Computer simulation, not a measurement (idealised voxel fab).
Herein follows the process module entitled voxel self aligned vias.
Section shown: cut. Width: 275 nm. Cell size: 5 nm, square.
In what follows, cross-sections appear as grids of square cells, described through bands that run from the top down, where every band is one or more rows of cells. For a band, the entry starts with two heights in nm, that of the top and then that of the bottom, and carries on with the band's materials in order from left to right, each alongside its width in nm; the word "throughout" beside a single material means it fills the band edge to edge, and "air" means empty space. Beneath 0, the wafer as received is one material, and that level is where height counting begins. The lowest band goes on downward without a bottom; it is written like "0..down". You'd read "30..40" like this: the band's top row of cells is as wide as the first number, its bottom row is as wide as the second, and going down, every row changes width by the same amount as the row before did. The designation "all unchanged", where it is given for a processing step, indicates that no cell of the cross-section was altered in the course of that step. The label "Closed empty spaces" introduces a list of the empty spaces, 8 cells or larger, that have no open way up to the top; each entry in it reads width x height at distance, where the distance is taken from the left edge and all three are stated in nm. On each step's line, the part that comes after the settings is the simulator's own comment on the step. The optional step-line setting "overlay nm" applies to steps with a mask and quantifies how far to the right of its planned location the mask lay, a negative value indicating leftward placement.
## Planned process steps
| 1 | RECEIVE,material Si |
| 2 | CONFORMAL_DEP,material SiO2,thk nm 10 |
| 3 | CONFORMAL_DEP,material SiCN,thk nm 5 |
| 4 | DIRECTIONAL_DEP,material SiO2,thk nm 20 |
| 5 | PATTERN,tone open,mask id LINES,material resist,width nm 20,pitch nm 65,thk nm 15,overlay nm 0 |
| 6 | DIRECTIONAL_ETCH,etch materials SiO2,depth nm 20 |
| 7 | STRIP,etch materials resist |
| 8 | CONFORMAL_DEP,material TiN,thk nm 5 |
| 9 | FILL_DEP,material W,thk nm 5 |
| 10 | CMP,height nm 35 |
| 11 | SELECTIVE_ETCH,etch materials W Ru TiN,depth nm 10 |
| 12 | FILL_DEP,material SiN,thk nm 5 |
| 13 | CMP,height nm 25 |
| 14 | DIRECTIONAL_DEP,material SiO2,thk nm 15 |
| 15 | MASKED_ETCH,tone open,mask id VIAS,width nm 40,pitch nm 65,etch materials SiO2,depth nm 15,overlay nm 0 |
| 16 | MASKED_ETCH,tone open,mask id VIAS,width nm 40,pitch nm 65,etch materials SiN,depth nm 10,overlay nm 0 |
| 17 | CONFORMAL_DEP,material TiN,thk nm 5 |
| 18 | FILL_DEP,material Ru,thk nm 10 |
| 19 | CMP,height nm 50 |
| 20 | CONFORMAL_DEP,material SiN,thk nm 5 |
What sets these wafers apart? The height nm at step 13. They all start alike, and the plan carries the first wafer's value.
## As received, i.e. after step 1: cross-section through the first of several wafers
* 0..down | Si throughout
* Closed empty spaces: none
## Quick look at the cross-section of the first of several wafers after step 20, which wraps up the module
* 55..50 | SiN throughout
* 50..45 | Ru throughout
* 45..40 | 55 TiN, then 30 Ru, then 35 TiN, then 30 Ru, then 35 TiN, then 30 Ru, then 60 TiN
* 40..30 | 50 SiO2, then 5 TiN, then 30 Ru, then 5 TiN, then 25 SiO2, then 5 TiN, then 30 Ru, then 5 TiN, then 25 SiO2, then 5 TiN, then 30 Ru, then 5 TiN, then 55 SiO2
* 30..25 | 50 SiO2, then 40 TiN, then 25 SiO2, then 40 TiN, then 25 SiO2, then 40 TiN, then 55 SiO2
* 25..20 | 60 SiO2, then 5 TiN, then 10 W, then 5 TiN, then 45 SiO2, then 5 TiN, then 10 W, then 5 TiN, then 45 SiO2, then 5 TiN, then 10 W, then 5 TiN, then 65 SiO2
* 20..15 | 60 SiO2, then 20 TiN, then 45 SiO2, then 20 TiN, then 45 SiO2, then 20 TiN, then 65 SiO2
* 15..10 | SiCN throughout
* 10..0 | SiO2 throughout
* 0..down | Si throughout
* Closed empty spaces: none
## Cross-sectional view, end of module, last wafer of several
* 55..50 | SiN throughout
* 50..40 | 50 SiO2, then 5 TiN, then 30 Ru, then 5 TiN, then 25 SiO2, then 5 TiN, then 30 Ru, then 5 TiN, then 25 SiO2, then 5 TiN, then 30 Ru, then 5 TiN, then 55 SiO2
* 40..35 | 50 SiN, then 15 TiN, then 10 Ru, then 15 TiN, then 25 SiN, then 15 TiN, then 10 Ru, then 15 TiN, then 25 SiN, then 15 TiN, then 10 Ru, then 15 TiN, then 55 SiN
* 35..30 | 60 SiO2, then 20 TiN, then 45 SiO2, then 20 TiN, then 45 SiO2, then 20 TiN, then 65 SiO2
* 30..25 | 60 SiO2, then 20 SiN, then 45 SiO2, then 20 SiN, then 45 SiO2, then 20 SiN, then 65 SiO2
* 25..20 | 60 SiO2, then 5 TiN, then 10 W, then 5 TiN, then 45 SiO2, then 5 TiN, then 10 W, then 5 TiN, then 45 SiO2, then 5 TiN, then 10 W, then 5 TiN, then 65 SiO2
* 20..15 | 60 SiO2, then 20 TiN, then 45 SiO2, then 20 TiN, then 45 SiO2, then 20 TiN, then 65 SiO2
* 15..10 | SiCN throughout
* 10..0 | SiO2 throughout
* 0..down | Si throughout
* Closed empty spaces: none
## Note: the following table is arranged by wafer, a row apiece. Each row reports the end-of-module state: per material, cells gained (+) or cells lost (-) compared with the wafer as received; closed voids follow
height nm 25; +109 Ru; +55 SiCN; +55 SiN; +289 SiO2; +91 TiN; +6 W; Closed empty spaces: none
height nm 30; +60 Ru; +55 SiCN; +55 SiN; +332 SiO2; +97 TiN; +6 W; Closed empty spaces: none
height nm 35; +48 Ru; +55 SiCN; +55 SiN; +375 SiO2; +66 TiN; +6 W; Closed empty spaces: none
height nm 40; +42 Ru; +55 SiCN; +98 SiN; +344 SiO2; +60 TiN; +6 W; Closed empty spaces: none
